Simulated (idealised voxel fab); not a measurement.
process module | voxel capacitor over wiring
cross-section cut | 295 nm wide | cells 5 nm
A cross-section is a grid of square cells, given in bands from the top down. A band is one or more rows of cells.
Each band's line starts with the height of the band's top and of its bottom, in nm. Then come its materials from left to right, each with its width in nm. One material with "throughout" fills the band from edge to edge. "air" is empty space.
Height 0 is the level under which the wafer as received is all one material. The lowest band goes on downwards, as in "0 down".
A width such as "30 to 40" changes by the same amount from each row of cells to the next, from the band's top row to its bottom row.
"no change" after a step means that no cell of the cross-section changed.
closed voids: empty space of 8 cells or more with no open way to the top, each as width x height at its distance from the left edge, in nm
after a step's settings: what the simulator itself notes on the step
overlay nm, on a step with a mask: how far to the right of its planned place the mask lay; to the left if negative
plan
1 op RECEIVE | material Si
2 op CONFORMAL_DEP | material SiO2 | thk nm 15
3 op CONFORMAL_DEP | material SiCN | thk nm 5
4 op DIRECTIONAL_DEP | material SiO2 | thk nm 25
5 op PATTERN | tone open | mask id METAL_1 | material resist | width nm 30 | pitch nm 95 | thk nm 20 | overlay nm 0
6 op DIRECTIONAL_ETCH | etch materials SiO2 | depth nm 25
7 op DIRECTIONAL_ETCH | etch materials SiCN | depth nm 5
8 op STRIP | etch materials resist
9 op CONFORMAL_DEP | material TiN | thk nm 5
10 op FILL_DEP | material Cu | thk nm 10
11 op CMP | height nm 45
12 op CONFORMAL_DEP | material SiCN | thk nm 5
13 op DIRECTIONAL_DEP | material SiO2 | thk nm 10
14 op MASKED_ETCH | tone open | mask id PLUG_1 | width nm 15 | etch materials SiO2 | depth nm 10 | overlay nm 0
15 op MASKED_ETCH | tone open | mask id PLUG_1 | width nm 15 | etch materials SiCN | depth nm 5 | overlay nm 0
16 op EPI | material Ru | thk nm 10
17 op EPI | material Ru | thk nm 5
18 op DIRECTIONAL_DEP | material TiN | thk nm 5
19 op DIRECTIONAL_DEP | material SiN | thk nm 5
20 op DIRECTIONAL_DEP | material TiN | thk nm 5
21 op MASKED_ETCH | tone cover | mask id UPPER_PLATE | width nm 70 | etch materials TiN | depth nm 5 | overlay nm 0
22 op MASKED_ETCH | tone cover | mask id UPPER_PLATE | width nm 70 | etch materials SiN | depth nm 5 | overlay nm 0
23 op DIRECTIONAL_DEP | material aC | thk nm 15
24 op PATTERN | tone cover | mask id LOWER_PLATE | material resist | width nm 80 | thk nm 35 | overlay nm 0
25 op DIRECTIONAL_ETCH | etch materials aC | depth nm 15
26 op STRIP | etch materials resist
27 op DIRECTIONAL_ETCH | etch materials TiN | depth nm 5
28 op STRIP | etch materials aC
29 op FILL_DEP | material SiO2 | thk nm 15
30 op CMP | height nm 85
31 op DIRECTIONAL_DEP | material aC | thk nm 10
32 op PATTERN | tone open | mask id PLUG_2 | material resist | width nm 15 | thk nm 25 | overlay nm 0
33 op DIRECTIONAL_ETCH | etch materials aC | depth nm 10
34 op STRIP | etch materials resist
35 op DIRECTIONAL_ETCH | etch materials SiO2 | depth nm 10
36 op STRIP | etch materials aC
37 op CONFORMAL_DEP | material TiN | thk nm 5
38 op FILL_DEP | material Ru | thk nm 5
39 op CMP | height nm 85
40 op CONFORMAL_DEP | material SiCN | thk nm 5
as received, after step 1
  0 down: Si throughout
  closed voids: none
first wafer at the end, as planned
  90 to 85: SiCN throughout
  85 to 80: SiO2 110 | TiN 5 | Ru 5 | TiN 5 | SiO2 170
  80 to 70: SiO2 110 to 100 | TiN 15 to 70 | SiO2 170 to 125
  70 to 65: SiO2 100 | SiN 70 | SiO2 125
  65 to 60: SiO2 95 | TiN 80 | SiO2 120
  60 to 50: SiO2 100 | Ru 15 | SiO2 180
  50 to 45: SiCN 100 | Ru 15 | SiCN 180
  45 to 20: SiO2 85 | TiN 5 | Cu 20 | TiN 5 | SiO2 65 | TiN 5 | Cu 20 | TiN 5 | SiO2 85
  20 to 15: SiCN 85 | TiN 30 | SiCN 65 | TiN 30 | SiCN 85
  15 to 0: SiO2 throughout
  0 down: Si throughout
  closed voids: none
second wafer at the end: like start, like plan, one mistake
  90 to 85: SiCN throughout
  85 to 80: SiO2 110 | TiN 15 | SiO2 170
  80 to 75: SiO2 100 | TiN 5 | SiO2 5 | TiN 60 | SiO2 125
  75 to 70: SiO2 100 | SiN 5 | TiN 5 | SiN 60 | SiO2 125
  70 to 65: Ru 105 | SiN 5 | Ru 185
  65 to 60: TiN 100 | Ru 15 | TiN 180
  60 to 55: SiO2 100 | TiN 15 | SiO2 180
  55 to 50: SiO2 100 | Ru 15 | SiO2 180
  50 to 45: SiCN 100 | Ru 15 | SiCN 180
  45 to 20: SiO2 85 | TiN 5 | Cu 20 | TiN 5 | SiO2 65 | TiN 5 | Cu 20 | TiN 5 | SiO2 85
  20 to 15: SiCN 85 | TiN 30 | SiCN 65 | TiN 30 | SiCN 85
  15 to 0: SiO2 throughout
  0 down: Si throughout
  closed voids: none
what went wrong: steps 17 and 18 were swapped
at the end the second wafer has, in cells: 57 more of Ru | 98 fewer of SiO2 | 41 more of TiN
